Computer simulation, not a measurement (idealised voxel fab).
This section sets out a process module, namely voxel transistor to metal.
The width of the displayed cross-section, cut, is 165 nm; its cells are square, with a size of 5 nm.
Just so we're on the same page, the cross-sections are grids of square cells, and they're listed out in bands top to bottom, each band one or more rows deep.
Band entry format. Leading values: height of top, height of bottom, nm. Remainder: materials in left-to-right order, each with its width in nm. Special words: "full width" on a single material, which then fills the band edge to edge; "air", empty space.
Heights from 0 (as-received wafer is one material below). Bottom band endless downward, as "0 down".
Width spec "30 to 40" -> top row of cells at first value, bottom row at second value, equal per-row change in between.
The cross-section has no changed cell in any step marked "no modification".
Enclosed voids (no open way to top), threshold 8 cells or more, entry "Enclosed void list", notation width x height at distance, distance from left edge, nm.
Note: text after step settings on the step line = simulator remark on that step.
overlay nm: how far to the right of its planned place the mask lay on this masked step (negative: to the left).
Note: before/after cross-section pairs follow, one process step per pair, after-side truncated at the lowest changed band, step and settings given beneath. Different runs of this module on the same starting wafer may supply the pairs; a pair continues the one above only where the "Before the process" entry says so.

### Before the process
> 60 to 55 = SiCN full width
> 55 to 35 = 35 nm lowk  5 nm TiN  5 nm Cu  5 nm TiN  65 nm lowk  5 nm TiN  5 nm Cu  5 nm TiN  35 nm lowk
> 35 to 30 = 35 nm SiCN  15 nm TiN  65 nm SiCN  15 nm TiN  35 nm SiCN
> 30 to 15 = 35 nm SiO2  5 nm TiN  5 nm W  5 nm TiN  65 nm SiO2  5 nm TiN  5 nm W  5 nm TiN  35 nm SiO2
> 15 to 10 = 35 nm SiO2  5 nm TiN  5 nm W  5 nm TiN  10 nm SiO2  5 nm SiN  5 nm HfO2  5 nm TiN  15 nm W  5 nm TiN  5 nm HfO2  5 nm SiN  10 nm SiO2  5 nm TiN  5 nm W  5 nm TiN  35 nm SiO2
> 10 to 5 = 35 nm SiO2  15 nm TiN  10 nm SiO2  5 nm SiN  5 nm HfO2  5 nm TiN  15 nm W  5 nm TiN  5 nm HfO2  5 nm SiN  10 nm SiO2  15 nm TiN  35 nm SiO2
> 5 to 0 = 20 nm SiO2  5 nm SiN  10 nm SiO2  10 nm TiN  15 nm pSi  5 nm SiN  5 nm HfO2  5 nm TiN  15 nm W  5 nm TiN  5 nm HfO2  5 nm SiN  15 nm pSi  10 nm TiN  10 nm SiO2  5 nm SiN  20 nm SiO2
> 0 to -5 = 20 nm SiO2  5 nm SiN  10 nm SiO2  10 nm TiN  15 nm pSi  5 nm SiN  5 nm HfO2  25 nm TiN  5 nm HfO2  5 nm SiN  15 nm pSi  10 nm TiN  10 nm SiO2  5 nm SiN  20 nm SiO2
> -5 to -10 = 35 nm SiO2  10 nm TiN  15 nm pSi  45 nm HfO2  15 nm pSi  10 nm TiN  35 nm SiO2
> -10 to -25 = 30 nm SiO2  30 nm pSi  45 nm Si  30 nm pSi  30 nm SiO2
> -25 to -35 = 30 nm SiO2  105 nm Si  30 nm SiO2
> -35 down = Si full width
> Enclosed void list: none

### Step Outcome
> 95 to 60 = SiO2 full width
> Heights below 60 show no change.
> Enclosed void list: none
For reference, the processing step occurring between the two cross-sections presented above is as follows: DIRECTIONAL_DEP | material SiO2 | thk nm 35

Before the process: Reference is made to the cross-section shown after the step in the pair directly above, which represents the state prior to this step.

### Step Outcome
> 115 to 95 = 35 nm resist  15 nm air  65 nm resist  15 nm air  35 nm resist
> Heights below 95 show no change.
> Enclosed void list: none
For reference, the processing step occurring between the two cross-sections presented above is as follows: PATTERN | tone open | mask id METAL_2 | material resist | width nm 15 | pitch nm 80 | thk nm 20 | overlay nm 0

Before the process: Reference is made to the cross-section shown after the step in the pair directly above, which represents the state prior to this step.

### Step Outcome
> 115 to 95 = 35 nm resist  15 nm air  65 nm resist  15 nm air  35 nm resist
> 95 to 75 = 35 nm SiO2  15 nm air  65 nm SiO2  15 nm air  35 nm SiO2
> Heights below 75 show no change.
> Enclosed void list: none
For reference, the processing step occurring between the two cross-sections presented above is as follows: DIRECTIONAL_ETCH | etch materials SiO2 | depth nm 20

Before the process: Reference is made to the cross-section shown after the step in the pair directly above, which represents the state prior to this step.

### Step Outcome
> 95 to 75 = 35 nm SiO2  15 nm air  65 nm SiO2  15 nm air  35 nm SiO2
> Heights below 75 show no change.
> Enclosed void list: none
For reference, the processing step occurring between the two cross-sections presented above is as follows: STRIP | etch materials resist

Before the process: Reference is made to the cross-section shown after the step in the pair directly above, which represents the state prior to this step.

### Step Outcome
> 95 to 60 = 35 nm SiO2  15 nm air  65 nm SiO2  15 nm air  35 nm SiO2
> Heights below 60 show no change.
> Enclosed void list: none
For reference, the processing step occurring between the two cross-sections presented above is as follows: MASKED_ETCH | tone open | mask id METAL_2_HOLES | width nm 15 | pitch nm 80 | etch materials SiO2 | depth nm 15 | overlay nm 0

Before the process: Reference is made to the cross-section shown after the step in the pair directly above, which represents the state prior to this step.

### Step Outcome
> 95 to 60 = 35 nm SiO2  15 nm air  65 nm SiO2  15 nm air  35 nm SiO2
> 60 to 55 = 35 nm SiCN  15 nm air  65 nm SiCN  15 nm air  35 nm SiCN
> Heights below 55 show no change.
> Enclosed void list: none
For reference, the processing step occurring between the two cross-sections presented above is as follows: MASKED_ETCH | tone open | mask id METAL_2_HOLES | width nm 15 | pitch nm 80 | etch materials SiCN | depth nm 5 | overlay nm 0

Before the process: Reference is made to the cross-section shown after the step in the pair directly above, which represents the state prior to this step.

### Step Outcome
> 100 to 95 = 40 nm TiN  5 nm air  75 nm TiN  5 nm air  40 nm TiN
> 95 to 60 = 35 nm SiO2  5 nm TiN  5 nm air  5 nm TiN  65 nm SiO2  5 nm TiN  5 nm air  5 nm TiN  35 nm SiO2
> 60 to 55 = 35 nm SiCN  15 nm TiN  65 nm SiCN  15 nm TiN  35 nm SiCN
> Heights below 55 show no change.
> Enclosed void list: none
For reference, the processing step occurring between the two cross-sections presented above is as follows: CONFORMAL_DEP | material TiN | thk nm 5

Before the process: Reference is made to the cross-section shown after the step in the pair directly above, which represents the state prior to this step.

### Step Outcome
> 110 to 100 = Ru full width
> 100 to 95 = 40 nm TiN  5 nm Ru  75 nm TiN  5 nm Ru  40 nm TiN
> 95 to 60 = 35 nm SiO2  5 nm TiN  5 nm Ru  5 nm TiN  65 nm SiO2  5 nm TiN  5 nm Ru  5 nm TiN  35 nm SiO2
> Heights below 60 show no change.
> Enclosed void list: none
For reference, the processing step occurring between the two cross-sections presented above is as follows: FILL_DEP | material Ru | thk nm 10

Before the process: Reference is made to the cross-section shown after the step in the pair directly above, which represents the state prior to this step.

### Step Outcome
> 95 to 60 = 35 nm SiO2  5 nm TiN  5 nm Ru  5 nm TiN  65 nm SiO2  5 nm TiN  5 nm Ru  5 nm TiN  35 nm SiO2
> Heights below 60 show no change.
> Enclosed void list: none
For reference, the processing step occurring between the two cross-sections presented above is as follows: CMP | height nm 95

Before the process: Reference is made to the cross-section shown after the step in the pair directly above, which represents the state prior to this step.

### Step Outcome
> 100 to 95 = SiCN full width
> Heights below 95 show no change.
> Enclosed void list: none
For reference, the processing step occurring between the two cross-sections presented above is as follows: CONFORMAL_DEP | material SiCN | thk nm 5

### Before the process
> 5 to -5 = 20 nm SiO2  125 nm air  20 nm SiO2
> -5 to -10 = SiO2 full width
> -10 to -35 = 30 nm SiO2  105 nm Si  30 nm SiO2
> -35 down = Si full width
> Enclosed void list: none

### Step Outcome
> 20 to 10 = 20 nm SiCN  125 nm air  20 nm SiCN
> 10 to 5 = SiCN full width
> 5 to -5 = 20 nm SiO2  125 nm SiCN  20 nm SiO2
> Heights below -5 show no change.
> Enclosed void list: none
For reference, the processing step occurring between the two cross-sections presented above is as follows: DIRECTIONAL_DEP | material SiCN | thk nm 15

Before the process: Reference is made to the cross-section shown after the step in the pair directly above, which represents the state prior to this step.

### Step Outcome
> 40 to 20 = 65 nm air  35 nm resist  65 nm air
> 20 to 10 = 20 nm SiCN  45 nm air  35 nm resist  45 nm air  20 nm SiCN
> Heights below 10 show no change.
> Enclosed void list: none
For reference, the processing step occurring between the two cross-sections presented above is as follows: PATTERN | tone cover | mask id GATE | material resist | width nm 35 | thk nm 20 | overlay nm 0

Before the process: Reference is made to the cross-section shown after the step in the pair directly above, which represents the state prior to this step.

### Step Outcome
> 40 to 10 = 65 nm air  35 nm resist  65 nm air
> 10 to 5 = 65 nm air  35 nm SiCN  65 nm air
> 5 to -5 = 20 nm SiO2  45 nm air  35 nm SiCN  45 nm air  20 nm SiO2
> Heights below -5 show no change.
> Enclosed void list: none
For reference, the processing step occurring between the two cross-sections presented above is as follows: DIRECTIONAL_ETCH | etch materials SiCN | depth nm 25

Before the process: Reference is made to the cross-section shown after the step in the pair directly above, which represents the state prior to this step.

### Step Outcome
> 10 to 5 = 65 nm air  35 nm SiCN  65 nm air
> Heights below 5 show no change.
> Enclosed void list: none
For reference, the processing step occurring between the two cross-sections presented above is as follows: STRIP | etch materials resist

Before the process: Reference is made to the cross-section shown after the step in the pair directly above, which represents the state prior to this step.

### Step Outcome
> 15 to 10 = 60 nm air  45 nm SiN  60 nm air
> 10 to 5 = 25 nm SiN  35 nm air  5 nm SiN  35 nm SiCN  5 nm SiN  35 nm air  25 nm SiN
> 5 to 0 = 20 nm SiO2  5 nm SiN  35 nm air  5 nm SiN  35 nm SiCN  5 nm SiN  35 nm air  5 nm SiN  20 nm SiO2
> 0 to -5 = 20 nm SiO2  45 nm SiN  35 nm SiCN  45 nm SiN  20 nm SiO2
> Heights below -5 show no change.
> Enclosed void list: none
For reference, the processing step occurring between the two cross-sections presented above is as follows: CONFORMAL_DEP | material SiN | thk nm 5

Before the process: Reference is made to the cross-section shown after the step in the pair directly above, which represents the state prior to this step.

### Step Outcome
> 10 to 5 = 60 nm air  5 nm SiN  35 nm SiCN  5 nm SiN  60 nm air
> 5 to -5 = 20 nm SiO2  5 nm SiN  35 nm air  5 nm SiN  35 nm SiCN  5 nm SiN  35 nm air  5 nm SiN  20 nm SiO2
> Heights below -5 show no change.
> Enclosed void list: none
For reference, the processing step occurring between the two cross-sections presented above is as follows: DIRECTIONAL_ETCH | etch materials SiN | depth nm 5

Before the process: Reference is made to the cross-section shown after the step in the pair directly above, which represents the state prior to this step.

### Step Outcome
> 10 to 5 = 60 nm air  5 nm SiN  35 nm SiCN  5 nm SiN  60 nm air
> 5 to 0 = 20 nm air  5 nm SiN  35 nm air  5 nm SiN  35 nm SiCN  5 nm SiN  35 nm air  5 nm SiN  20 nm air
> 0 to -5 = 20 nm SiO2  5 nm SiN  35 nm air  5 nm SiN  35 nm SiCN  5 nm SiN  35 nm air  5 nm SiN  20 nm SiO2
> -5 to -10 = 25 nm SiO2  35 nm air  45 nm SiO2  35 nm air  25 nm SiO2
> Heights below -10 show no change.
> Enclosed void list: none
For reference, the processing step occurring between the two cross-sections presented above is as follows: DIRECTIONAL_ETCH | etch materials SiO2 | depth nm 5

Before the process: Reference is made to the cross-section shown after the step in the pair directly above, which represents the state prior to this step.

### Step Outcome
> 10 to 5 = 60 nm air  5 nm SiN  35 nm SiCN  5 nm SiN  60 nm air
> 5 to 0 = 20 nm air  5 nm SiN  35 nm air  5 nm SiN  35 nm SiCN  5 nm SiN  35 nm air  5 nm SiN  20 nm air
> 0 to -5 = 20 nm SiO2  5 nm SiN  35 nm air  5 nm SiN  35 nm SiCN  5 nm SiN  35 nm air  5 nm SiN  20 nm SiO2
> -5 to -10 = 25 nm SiO2  35 nm air  45 nm SiO2  35 nm air  25 nm SiO2
> -10 to -25 = 30 nm SiO2  30 nm air  45 nm Si  30 nm air  30 nm SiO2
> Heights below -25 show no change.
> Enclosed void list: none
For reference, the processing step occurring between the two cross-sections presented above is as follows: DIRECTIONAL_ETCH | etch materials Si | depth nm 15

Before the process: Reference is made to the cross-section shown after the step in the pair directly above, which represents the state prior to this step.

### Step Outcome
> 10 to 5 = 60 nm air  5 nm SiN  35 nm SiCN  5 nm SiN  60 nm air
> 5 to 0 = 20 nm air  5 nm SiN  20 nm air  15 nm pSi  5 nm SiN  35 nm SiCN  5 nm SiN  15 nm pSi  20 nm air  5 nm SiN  20 nm air
> 0 to -5 = 20 nm SiO2  5 nm SiN  20 nm air  15 nm pSi  5 nm SiN  35 nm SiCN  5 nm SiN  15 nm pSi  20 nm air  5 nm SiN  20 nm SiO2
> -5 to -10 = 25 nm SiO2  20 nm air  15 nm pSi  45 nm SiO2  15 nm pSi  20 nm air  25 nm SiO2
> -10 to -25 = 30 nm SiO2  30 nm pSi  45 nm Si  30 nm pSi  30 nm SiO2
> Heights below -25 show no change.
> Enclosed void list: none
For reference, the processing step occurring between the two cross-sections presented above is as follows: EPI | material pSi | thk nm 15

Before the process: Reference is made to the cross-section shown after the step in the pair directly above, which represents the state prior to this step.

### Step Outcome
> 20 to 10 = SiO2 full width
> 10 to 5 = 60 nm SiO2  5 nm SiN  35 nm SiCN  5 nm SiN  60 nm SiO2
> 5 to -5 = 20 nm SiO2  5 nm SiN  20 nm SiO2  15 nm pSi  5 nm SiN  35 nm SiCN  5 nm SiN  15 nm pSi  20 nm SiO2  5 nm SiN  20 nm SiO2
> -5 to -10 = 45 nm SiO2  15 nm pSi  45 nm SiO2  15 nm pSi  45 nm SiO2
> Heights below -10 show no change.
> Enclosed void list: none
For reference, the processing step occurring between the two cross-sections presented above is as follows: FILL_DEP | material SiO2 | thk nm 10

Before the process: Reference is made to the cross-section shown after the step in the pair directly above, which represents the state prior to this step.

### Step Outcome
> 15 to 10 = SiO2 full width
> Heights below 10 show no change.
> Enclosed void list: none
For reference, the processing step occurring between the two cross-sections presented above is as follows: SELECTIVE_ETCH | etch materials SiO2 | depth nm 5

Before the process: Reference is made to the cross-section shown after the step in the pair directly above, which represents the state prior to this step.

### Step Outcome
> 20 to 15 = HfO2 full width
> Heights below 15 show no change.
> Enclosed void list: none
For reference, the processing step occurring between the two cross-sections presented above is as follows: CONFORMAL_DEP | material HfO2 | thk nm 5

Before the process: Reference is made to the cross-section shown after the step in the pair directly above, which represents the state prior to this step.

### Step Outcome
> 25 to 20 = TiN full width
> Heights below 20 show no change.
> Enclosed void list: none
For reference, the processing step occurring between the two cross-sections presented above is as follows: CONFORMAL_DEP | material TiN | thk nm 5

Before the process: Reference is made to the cross-section shown after the step in the pair directly above, which represents the state prior to this step.

### Step Outcome
> 30 to 25 = W full width
> Heights below 25 show no change.
> Enclosed void list: none
For reference, the processing step occurring between the two cross-sections presented above is as follows: FILL_DEP | material W | thk nm 5

Before the process: Reference is made to the cross-section shown after the step in the pair directly above, which represents the state prior to this step.

### Step Outcome
> 15 to 10 = SiO2 full width
> Heights below 10 show no change.
> Enclosed void list: none
For reference, the processing step occurring between the two cross-sections presented above is as follows: CMP | height nm 15

Before the process: Reference is made to the cross-section shown after the step in the pair directly above, which represents the state prior to this step.

### Step Outcome
> 30 to 10 = SiO2 full width
> Heights below 10 show no change.
> Enclosed void list: none
For reference, the processing step occurring between the two cross-sections presented above is as follows: DIRECTIONAL_DEP | material SiO2 | thk nm 15

Before the process: Reference is made to the cross-section shown after the step in the pair directly above, which represents the state prior to this step.

### Step Outcome
> 45 to 30 = aC full width
> Heights below 30 show no change.
> Enclosed void list: none
For reference, the processing step occurring between the two cross-sections presented above is as follows: DIRECTIONAL_DEP | material aC | thk nm 15

Before the process: Reference is made to the cross-section shown after the step in the pair directly above, which represents the state prior to this step.

### Step Outcome
> 80 to 45 = 35 nm resist  15 nm air  65 nm resist  15 nm air  35 nm resist
> Heights below 45 show no change.
> Enclosed void list: none
For reference, the processing step occurring between the two cross-sections presented above is as follows: PATTERN | tone open | mask id CONTACT | material resist | width nm 15 | pitch nm 80 | thk nm 35 | overlay nm 0

Before the process: Reference is made to the cross-section shown after the step in the pair directly above, which represents the state prior to this step.

### Step Outcome
> 65 to 45 = 35 nm resist  15 nm air  65 nm resist  15 nm air  35 nm resist
> 45 to 30 = 35 nm aC  15 nm air  65 nm aC  15 nm air  35 nm aC
> Heights below 30 show no change.
> Enclosed void list: none
For reference, the processing step occurring between the two cross-sections presented above is as follows: DIRECTIONAL_ETCH | etch materials aC | depth nm 15

Before the process: Reference is made to the cross-section shown after the step in the pair directly above, which represents the state prior to this step.

### Step Outcome
> 45 to 30 = 35 nm aC  15 nm air  65 nm aC  15 nm air  35 nm aC
> Heights below 30 show no change.
> Enclosed void list: none
For reference, the processing step occurring between the two cross-sections presented above is as follows: STRIP | etch materials resist

Before the process: Reference is made to the cross-section shown after the step in the pair directly above, which represents the state prior to this step.

### Step Outcome
> 45 to 30 = 35 nm aC  15 nm air  65 nm aC  15 nm air  35 nm aC
> 30 to 10 = 35 nm SiO2  15 nm air  65 nm SiO2  15 nm air  35 nm SiO2
> 10 to 5 = 35 nm SiO2  15 nm air  10 nm SiO2  5 nm SiN  35 nm SiCN  5 nm SiN  10 nm SiO2  15 nm air  35 nm SiO2
> 5 to -5 = 20 nm SiO2  5 nm SiN  10 nm SiO2  10 nm air  15 nm pSi  5 nm SiN  35 nm SiCN  5 nm SiN  15 nm pSi  10 nm air  10 nm SiO2  5 nm SiN  20 nm SiO2
> -5 to -10 = 35 nm SiO2  10 nm air  15 nm pSi  45 nm SiO2  15 nm pSi  10 nm air  35 nm SiO2
> Heights below -10 show no change.
> Enclosed void list: none
For reference, the processing step occurring between the two cross-sections presented above is as follows: DIRECTIONAL_ETCH | etch materials SiO2 | depth nm 40

Before the process: Reference is made to the cross-section shown after the step in the pair directly above, which represents the state prior to this step.

### Step Outcome
> 30 to 10 = 35 nm SiO2  15 nm air  65 nm SiO2  15 nm air  35 nm SiO2
> Heights below 10 show no change.
> Enclosed void list: none
For reference, the processing step occurring between the two cross-sections presented above is as follows: STRIP | etch materials aC

Before the process: Reference is made to the cross-section shown after the step in the pair directly above, which represents the state prior to this step.

### Step Outcome
> 35 to 30 = 40 nm TiN  5 nm air  75 nm TiN  5 nm air  40 nm TiN
> 30 to 10 = 35 nm SiO2  5 nm TiN  5 nm air  5 nm TiN  65 nm SiO2  5 nm TiN  5 nm air  5 nm TiN  35 nm SiO2
> 10 to 5 = 35 nm SiO2  15 nm TiN  10 nm SiO2  5 nm SiN  35 nm SiCN  5 nm SiN  10 nm SiO2  15 nm TiN  35 nm SiO2
> 5 to -5 = 20 nm SiO2  5 nm SiN  10 nm SiO2  10 nm TiN  15 nm pSi  5 nm SiN  35 nm SiCN  5 nm SiN  15 nm pSi  10 nm TiN  10 nm SiO2  5 nm SiN  20 nm SiO2
> -5 to -10 = 35 nm SiO2  10 nm TiN  15 nm pSi  45 nm SiO2  15 nm pSi  10 nm TiN  35 nm SiO2
> Heights below -10 show no change.
> Enclosed void list: none
For reference, the processing step occurring between the two cross-sections presented above is as follows: CONFORMAL_DEP | material TiN | thk nm 5

Before the process: Reference is made to the cross-section shown after the step in the pair directly above, which represents the state prior to this step.

### Step Outcome
> 45 to 35 = W full width
> 35 to 30 = 40 nm TiN  5 nm W  75 nm TiN  5 nm W  40 nm TiN
> 30 to 10 = 35 nm SiO2  5 nm TiN  5 nm W  5 nm TiN  65 nm SiO2  5 nm TiN  5 nm W  5 nm TiN  35 nm SiO2
> Heights below 10 show no change.
> Enclosed void list: none
For reference, the processing step occurring between the two cross-sections presented above is as follows: FILL_DEP | material W | thk nm 10

Before the process: Reference is made to the cross-section shown after the step in the pair directly above, which represents the state prior to this step.

### Step Outcome
> 30 to 10 = 35 nm SiO2  5 nm TiN  5 nm W  5 nm TiN  65 nm SiO2  5 nm TiN  5 nm W  5 nm TiN  35 nm SiO2
> Heights below 10 show no change.
> Enclosed void list: none
For reference, the processing step occurring between the two cross-sections presented above is as follows: CMP | height nm 30

Before the process: Reference is made to the cross-section shown after the step in the pair directly above, which represents the state prior to this step.

### Step Outcome
> 35 to 30 = SiCN full width
> Heights below 30 show no change.
> Enclosed void list: none
For reference, the processing step occurring between the two cross-sections presented above is as follows: CONFORMAL_DEP | material SiCN | thk nm 5

Before the process: Reference is made to the cross-section shown after the step in the pair directly above, which represents the state prior to this step.

### Step Outcome
> 55 to 35 = lowk full width
> Heights below 35 show no change.
> Enclosed void list: none
For reference, the processing step occurring between the two cross-sections presented above is as follows: DIRECTIONAL_DEP | material lowk | thk nm 20

Before the process: Reference is made to the cross-section shown after the step in the pair directly above, which represents the state prior to this step.

### Step Outcome
> 70 to 55 = 35 nm resist  15 nm air  65 nm resist  15 nm air  35 nm resist
> Heights below 55 show no change.
> Enclosed void list: none
For reference, the processing step occurring between the two cross-sections presented above is as follows: PATTERN | tone open | mask id METAL_1 | material resist | width nm 15 | pitch nm 80 | thk nm 15 | overlay nm 0

Before the process: Reference is made to the cross-section shown after the step in the pair directly above, which represents the state prior to this step.

### Step Outcome
> 70 to 55 = 35 nm resist  15 nm air  65 nm resist  15 nm air  35 nm resist
> 55 to 35 = 35 nm lowk  15 nm air  65 nm lowk  15 nm air  35 nm lowk
> Heights below 35 show no change.
> Enclosed void list: none
For reference, the processing step occurring between the two cross-sections presented above is as follows: DIRECTIONAL_ETCH | etch materials lowk | depth nm 20

Before the process: Reference is made to the cross-section shown after the step in the pair directly above, which represents the state prior to this step.

### Step Outcome
> 70 to 55 = 35 nm resist  15 nm air  65 nm resist  15 nm air  35 nm resist
> 55 to 35 = 35 nm lowk  15 nm air  65 nm lowk  15 nm air  35 nm lowk
> 35 to 30 = 35 nm SiCN  15 nm air  65 nm SiCN  15 nm air  35 nm SiCN
> Heights below 30 show no change.
> Enclosed void list: none
For reference, the processing step occurring between the two cross-sections presented above is as follows: DIRECTIONAL_ETCH | etch materials SiCN | depth nm 5

Before the process: Reference is made to the cross-section shown after the step in the pair directly above, which represents the state prior to this step.

### Step Outcome
> 55 to 35 = 35 nm lowk  15 nm air  65 nm lowk  15 nm air  35 nm lowk
> Heights below 35 show no change.
> Enclosed void list: none
For reference, the processing step occurring between the two cross-sections presented above is as follows: STRIP | etch materials resist

Before the process: Reference is made to the cross-section shown after the step in the pair directly above, which represents the state prior to this step.

### Step Outcome
> 60 to 55 = 40 nm TiN  5 nm air  75 nm TiN  5 nm air  40 nm TiN
> 55 to 35 = 35 nm lowk  5 nm TiN  5 nm air  5 nm TiN  65 nm lowk  5 nm TiN  5 nm air  5 nm TiN  35 nm lowk
> 35 to 30 = 35 nm SiCN  15 nm TiN  65 nm SiCN  15 nm TiN  35 nm SiCN
> Heights below 30 show no change.
> Enclosed void list: none
For reference, the processing step occurring between the two cross-sections presented above is as follows: CONFORMAL_DEP | material TiN | thk nm 5

Before the process: Reference is made to the cross-section shown after the step in the pair directly above, which represents the state prior to this step.

### Step Outcome
> 65 to 60 = Cu full width
> 60 to 55 = 40 nm TiN  5 nm Cu  75 nm TiN  5 nm Cu  40 nm TiN
> 55 to 35 = 35 nm lowk  5 nm TiN  5 nm Cu  5 nm TiN  65 nm lowk  5 nm TiN  5 nm Cu  5 nm TiN  35 nm lowk
> Heights below 35 show no change.
> Enclosed void list: none
For reference, the processing step occurring between the two cross-sections presented above is as follows: FILL_DEP | material Cu | thk nm 5

Before the process: Reference is made to the cross-section shown after the step in the pair directly above, which represents the state prior to this step.

### Step Outcome
> 55 to 35 = 35 nm lowk  5 nm TiN  5 nm Cu  5 nm TiN  65 nm lowk  5 nm TiN  5 nm Cu  5 nm TiN  35 nm lowk
> Heights below 35 show no change.
> Enclosed void list: none
For reference, the processing step occurring between the two cross-sections presented above is as follows: CMP | height nm 55

Before the process: Reference is made to the cross-section shown after the step in the pair directly above, which represents the state prior to this step.

### Step Outcome
> 60 to 55 = SiCN full width
> Heights below 55 show no change.
> Enclosed void list: none
For reference, the processing step occurring between the two cross-sections presented above is as follows: CONFORMAL_DEP | material SiCN | thk nm 5

Before the process: Reference is made to the cross-section shown after the step in the pair directly above, which represents the state prior to this step.

### Step Outcome
> 95 to 60 = SiO2 full width
> Heights below 60 show no change.
> Enclosed void list: none
For reference, the processing step occurring between the two cross-sections presented above is as follows: DIRECTIONAL_DEP | material SiO2 | thk nm 35

Before the process: Reference is made to the cross-section shown after the step in the pair directly above, which represents the state prior to this step.

### Step Outcome
> 115 to 95 = 35 nm resist  15 nm air  65 nm resist  15 nm air  35 nm resist
> Heights below 95 show no change.
> Enclosed void list: none
For reference, the processing step occurring between the two cross-sections presented above is as follows: PATTERN | tone open | mask id METAL_2 | material resist | width nm 15 | pitch nm 80 | thk nm 20 | overlay nm 0

Before the process: Reference is made to the cross-section shown after the step in the pair directly above, which represents the state prior to this step.

### Step Outcome
> 115 to 95 = 35 nm resist  15 nm air  65 nm resist  15 nm air  35 nm resist
> 95 to 75 = 35 nm SiO2  15 nm air  65 nm SiO2  15 nm air  35 nm SiO2
> Heights below 75 show no change.
> Enclosed void list: none
For reference, the processing step occurring between the two cross-sections presented above is as follows: DIRECTIONAL_ETCH | etch materials SiO2 | depth nm 20

Before the process: Reference is made to the cross-section shown after the step in the pair directly above, which represents the state prior to this step.

### Step Outcome
> 95 to 75 = 35 nm SiO2  15 nm air  65 nm SiO2  15 nm air  35 nm SiO2
> Heights below 75 show no change.
> Enclosed void list: none
For reference, the processing step occurring between the two cross-sections presented above is as follows: STRIP | etch materials resist

Before the process: Reference is made to the cross-section shown after the step in the pair directly above, which represents the state prior to this step.

### Step Outcome
> 95 to 60 = 35 nm SiO2  15 nm air  65 nm SiO2  15 nm air  35 nm SiO2
> Heights below 60 show no change.
> Enclosed void list: none
For reference, the processing step occurring between the two cross-sections presented above is as follows: MASKED_ETCH | tone open | mask id METAL_2_HOLES | width nm 15 | pitch nm 80 | etch materials SiO2 | depth nm 15 | overlay nm 0

Before the process: Reference is made to the cross-section shown after the step in the pair directly above, which represents the state prior to this step.

### Step Outcome
> 95 to 60 = 35 nm SiO2  15 nm air  65 nm SiO2  15 nm air  35 nm SiO2
> 60 to 55 = 35 nm SiCN  15 nm air  65 nm SiCN  15 nm air  35 nm SiCN
> Heights below 55 show no change.
> Enclosed void list: none
For reference, the processing step occurring between the two cross-sections presented above is as follows: MASKED_ETCH | tone open | mask id METAL_2_HOLES | width nm 15 | pitch nm 80 | etch materials SiCN | depth nm 5 | overlay nm 0

Before the process: Reference is made to the cross-section shown after the step in the pair directly above, which represents the state prior to this step.

### Step Outcome
> 100 to 95 = 40 nm TiN  5 nm air  75 nm TiN  5 nm air  40 nm TiN
> 95 to 60 = 35 nm SiO2  5 nm TiN  5 nm air  5 nm TiN  65 nm SiO2  5 nm TiN  5 nm air  5 nm TiN  35 nm SiO2
> 60 to 55 = 35 nm SiCN  15 nm TiN  65 nm SiCN  15 nm TiN  35 nm SiCN
> Heights below 55 show no change.
> Enclosed void list: none
For reference, the processing step occurring between the two cross-sections presented above is as follows: CONFORMAL_DEP | material TiN | thk nm 5

Before the process: Reference is made to the cross-section shown after the step in the pair directly above, which represents the state prior to this step.

### Step Outcome
> 110 to 100 = Ru full width
> 100 to 95 = 40 nm TiN  5 nm Ru  75 nm TiN  5 nm Ru  40 nm TiN
> 95 to 60 = 35 nm SiO2  5 nm TiN  5 nm Ru  5 nm TiN  65 nm SiO2  5 nm TiN  5 nm Ru  5 nm TiN  35 nm SiO2
> Heights below 60 show no change.
> Enclosed void list: none
For reference, the processing step occurring between the two cross-sections presented above is as follows: FILL_DEP | material Ru | thk nm 10

Before the process: Reference is made to the cross-section shown after the step in the pair directly above, which represents the state prior to this step.

### Step Outcome
> 95 to 60 = 35 nm SiO2  5 nm TiN  5 nm Ru  5 nm TiN  65 nm SiO2  5 nm TiN  5 nm Ru  5 nm TiN  35 nm SiO2
> Heights below 60 show no change.
> Enclosed void list: none
For reference, the processing step occurring between the two cross-sections presented above is as follows: CMP | height nm 95

Before the process: Reference is made to the cross-section shown after the step in the pair directly above, which represents the state prior to this step.

### Step Outcome
> 100 to 95 = SiCN full width
> Heights below 95 show no change.
> Enclosed void list: none
For reference, the processing step occurring between the two cross-sections presented above is as follows: CONFORMAL_DEP | material SiCN | thk nm 5

### Before the process
> 35 to 20 = 60 nm air  5 nm SiN  35 nm SiCN  5 nm SiN  60 nm air
> 20 to 5 = 60 nm air  5 nm SiN  35 nm polySi  5 nm SiN  60 nm air
> 5 to 0 = 20 nm air  5 nm SiN  35 nm air  5 nm SiN  35 nm polySi  5 nm SiN  35 nm air  5 nm SiN  20 nm air
> 0 to -5 = 20 nm SiO2  5 nm SiN  35 nm air  5 nm SiN  35 nm polySi  5 nm SiN  35 nm air  5 nm SiN  20 nm SiO2
> -5 to -10 = 25 nm SiO2  35 nm air  45 nm SiO2  35 nm air  25 nm SiO2
> -10 to -25 = 30 nm SiO2  30 nm air  45 nm Si  30 nm air  30 nm SiO2
> -25 to -35 = 30 nm SiO2  105 nm Si  30 nm SiO2
> -35 down = Si full width
> Enclosed void list: none

### Step Outcome
> 35 to 20 = 60 nm air  5 nm SiN  35 nm SiCN  5 nm SiN  60 nm air
> 20 to 5 = 60 nm air  5 nm SiN  35 nm polySi  5 nm SiN  60 nm air
> 5 to 0 = 20 nm air  5 nm SiN  35 nm air  5 nm SiN  35 nm polySi  5 nm SiN  35 nm air  5 nm SiN  20 nm air
> 0 to -5 = 20 nm SiO2  5 nm SiN  35 nm air  5 nm SiN  35 nm polySi  5 nm SiN  35 nm air  5 nm SiN  20 nm SiO2
> -5 to -10 = 25 nm SiO2  35 nm air  45 nm SiO2  35 nm air  25 nm SiO2
> -10 to -35 = 30 nm SiO2  30 nm air  45 nm Si  30 nm air  30 nm SiO2
> -35 to -40 = 30 nm Si  30 nm air  45 nm Si  30 nm air  30 nm Si
> Heights below -40 show no change.
> Enclosed void list: none
For reference, the processing step occurring between the two cross-sections presented above is as follows: DIRECTIONAL_ETCH | etch materials Si | depth nm 15
